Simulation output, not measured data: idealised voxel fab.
process module | voxel air gaps
cross-section cut | 215 nm wide | cells 5 nm
A cross-section is a grid of square cells, given in bands from the top down. A band is one or more rows of cells.
Each band's line starts with the height of the band's top and of its bottom, in nm. Then come its materials from left to right, each with its width in nm. One material with "throughout" fills the band from edge to edge. "air" is empty space.
Height 0 is the level under which the wafer as received is all one material. The lowest band goes on downwards, as in "0 down".
A width such as "30 to 40" changes by the same amount from each row of cells to the next, from the band's top row to its bottom row.
"no change" after a step means that no cell of the cross-section changed.
closed voids: empty space of 8 cells or more with no open way to the top, each as width x height at its distance from the left edge, in nm
after a step's settings: what the simulator itself notes on the step
overlay nm, on a step with a mask: how far to the right of its planned place the mask lay; to the left if negative
plan
1 op RECEIVE | material Si
2 op CONFORMAL_DEP | material SiO2 | thk nm 10
3 op CONFORMAL_DEP | material SiN | thk nm 5
4 op DIRECTIONAL_DEP | material SiO2 | thk nm 35
5 op DIRECTIONAL_DEP | material aC | thk nm 10
6 op PATTERN | tone open | mask id LINES | material resist | width nm 25 | pitch nm 55 | thk nm 25 | overlay nm 0
7 op DIRECTIONAL_ETCH | etch materials aC | depth nm 10
8 op STRIP | etch materials resist
9 op DIRECTIONAL_ETCH | etch materials SiO2 | depth nm 35
10 op STRIP | etch materials aC
11 op CONFORMAL_DEP | material TiN | thk nm 5
12 op FILL_DEP | material Cu | thk nm 5
13 op CMP | height nm 50
14 op EPI | material Ru | thk nm 10
15 op SELECTIVE_ETCH | etch materials SiO2 | depth nm 45
16 op CONFORMAL_DEP | material SiCN | thk nm 5
as received, after step 1
  0 down: Si throughout
  closed voids: none
a wafer at the end: this start, this plan, one mistake
  65 to 60: air 30 | SiCN 45 | air 10 | SiCN 45 | air 10 | SiCN 45 | air 30
  60 to 50: air 30 | SiCN 5 | Ru 35 | SiCN 5 | air 10 | SiCN 5 | Ru 35 | SiCN 5 | air 10 | SiCN 5 | Ru 35 | SiCN 5 | air 30
  50 to 45: air 30 | SiCN 15 | TiN 5 | Cu 5 | TiN 5 | SiCN 15 | air 10 | SiCN 15 | TiN 5 | Cu 5 | TiN 5 | SiCN 15 | air 10 | SiCN 15 | TiN 5 | Cu 5 | TiN 5 | SiCN 15 | air 30
  45 to 20: air 40 | SiCN 5 | TiN 5 | Cu 5 | TiN 5 | SiCN 5 | air 30 | SiCN 5 | TiN 5 | Cu 5 | TiN 5 | SiCN 5 | air 30 | SiCN 5 | TiN 5 | Cu 5 | TiN 5 | SiCN 5 | air 40
  20 to 15: SiCN 45 | TiN 15 | SiCN 40 | TiN 15 | SiCN 40 | TiN 15 | SiCN 45
  15 to 10: SiN throughout
  10 to 0: SiO2 throughout
  0 down: Si throughout
  closed voids: none
what went wrong: step 6 ran as: op PATTERN | tone open | mask id LINES | material resist | width nm 15 | pitch nm 55 | thk nm 25 | overlay nm 0
